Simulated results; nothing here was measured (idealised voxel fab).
process module | voxel ribs on slabs
cross-section cut | 150 nm wide | cells 5 nm
A cross-section is a grid of square cells, given in bands from the top down. A band is one or more rows of cells.
Each band's line starts with the height of the band's top and of its bottom, in nm. Then come its materials from left to right, each with its width in nm. One material with "throughout" fills the band from edge to edge. "air" is empty space.
Height 0 is the level under which the wafer as received is all one material. The lowest band goes on downwards, as in "0 down".
A width such as "30 to 40" changes by the same amount from each row of cells to the next, from the band's top row to its bottom row.
"no change" after a step means that no cell of the cross-section changed.
closed voids: empty space of 8 cells or more with no open way to the top, each as width x height at its distance from the left edge, in nm
after a step's settings: what the simulator itself notes on the step
overlay nm, on a step with a mask: how far to the right of its planned place the mask lay; to the left if negative
plan
1 op RECEIVE | material Si
2 op DIRECTIONAL_DEP | material SiO2 | thk nm 20
3 op DIRECTIONAL_DEP | material SiN | thk nm 25
4 op PATTERN | tone cover | mask id RIB | material resist | width nm 30 | thk nm 20 | overlay nm 0
5 op DIRECTIONAL_ETCH | etch materials SiN | depth nm 10
6 op STRIP | etch materials resist
7 op PATTERN | tone cover | mask id SLAB | material resist | width nm 80 | thk nm 20 | overlay nm 0
8 op DIRECTIONAL_ETCH | etch materials SiN | depth nm 15
9 op STRIP | etch materials resist
10 op FILL_DEP | material SiO2 | thk nm 30
11 op CMP | height nm 65
12 op DIRECTIONAL_DEP | material W | thk nm 5
13 op MASKED_ETCH | tone cover | mask id HEATER | width nm 40 | etch materials W | depth nm 5 | overlay nm 0
14 op CONFORMAL_DEP | material SiO2 | thk nm 5
as received, after step 1
  0 down: Si throughout
  closed voids: none
first wafer at the end, as planned
  75 to 70: air 50 | SiO2 50 | air 50
  70 to 65: SiO2 55 | W 40 | SiO2 55
  65 to 45: SiO2 throughout
  45 to 35: SiO2 60 | SiN 30 | SiO2 60
  35 to 20: SiO2 35 | SiN 80 | SiO2 35
  20 to 0: SiO2 throughout
  0 down: Si throughout
  closed voids: none
second wafer at the end: like start, like plan, one mistake
  70 to 65: air 55 | W 40 | air 55
  65 to 45: SiO2 throughout
  45 to 35: SiO2 60 | SiN 30 | SiO2 60
  35 to 20: SiO2 35 | SiN 80 | SiO2 35
  20 to 0: SiO2 throughout
  0 down: Si throughout
  closed voids: none
what went wrong: step 14 was left out
at the end the second wafer has, in cells: 32 fewer of SiO2
